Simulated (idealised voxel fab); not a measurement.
The name of this process module is voxel released beams.
Cross-section cut spans 245 nm and uses square cells 5 nm in size.
This document writes a cross-section as a grid whose cells are square, and gives it as bands, listed from the top down; one or more rows of cells form a band. Within each band entry, the heights of the top and of the bottom of the band appear first, in that order and in nm; the materials of the band then follow from left to right, each with its corresponding width in nm. The designation "everywhere" on a single material indicates that it fills the band from edge to edge; the designation "air" indicates empty space. The level at which height equals 0 is the one under which the wafer, as it arrives, is entirely one material. No lower edge exists for the bottom band, which continues downward and is notated as in "top 0, no bottom". Note: "30->40" means the width goes from the first number (top row of the band) to the second number (bottom row) in equal steps per row of cells. What does "nothing was modified" mean for a step? It means no cell of the cross-section changed in that step. Closed empty spaces (no open way to the top) of 8 cells or more are what "Entrapped voids" lists, each as width x height at distance from the left edge, nm for all three. Read whatever lies past the settings on a step's line as the simulator's own remark about the step. For masked steps, "overlay nm" on the step line gives how far right of plan the mask actually lay; a minus sign means it lay to the left.
SET OUT BELOW ARE THE PLANNED STEPS OF THE PROCESS
1: RECEIVE: material Si
2: CONFORMAL_DEP: material SiN, thk nm 5
3: DIRECTIONAL_DEP: material SiO2, thk nm 20
4: MASKED_ETCH: tone open, mask id ANCHOR, width nm 25, etch materials SiO2, depth nm 10, overlay nm 0
5: CONFORMAL_DEP: material TiN, thk nm 10
6: DIRECTIONAL_DEP: material aC, thk nm 15
7: PATTERN: tone cover, mask id BEAM, material resist, width nm 100, thk nm 30, overlay nm 0
8: DIRECTIONAL_ETCH: etch materials aC, depth nm 15
9: STRIP: etch materials resist
10: DIRECTIONAL_ETCH: etch materials TiN, depth nm 10
11: STRIP: etch materials aC
12: STRIP: etch materials SiO2
It is noted that the wafers described herein are identical at the outset and are distinguished by the depth nm of step 4; the value stated in the plan corresponds to the first wafer.
FIRST WAFER OF SEVERAL, AS RECEIVED: CROSS-SECTION AFTER STEP 1
top 0, no bottom | Si everywhere
Entrapped voids: none
EACH WAFER AT THE END: CELLS OF EACH MATERIAL GAINED (+) OR LOST (-) SINCE IT WAS RECEIVED, THEN ITS CLOSED VOIDS
depth nm 10 | +49 SiN | Entrapped voids: none
depth nm 15 | +49 SiN | Entrapped voids: none
depth nm 20 | +49 SiN | +56 TiN | Entrapped voids: none
depth nm 25 | +49 SiN | +56 TiN | Entrapped voids: none
depth nm 30 | +49 SiN | +56 TiN | Entrapped voids: none
depth nm 35 | +49 SiN | +56 TiN | Entrapped voids: none
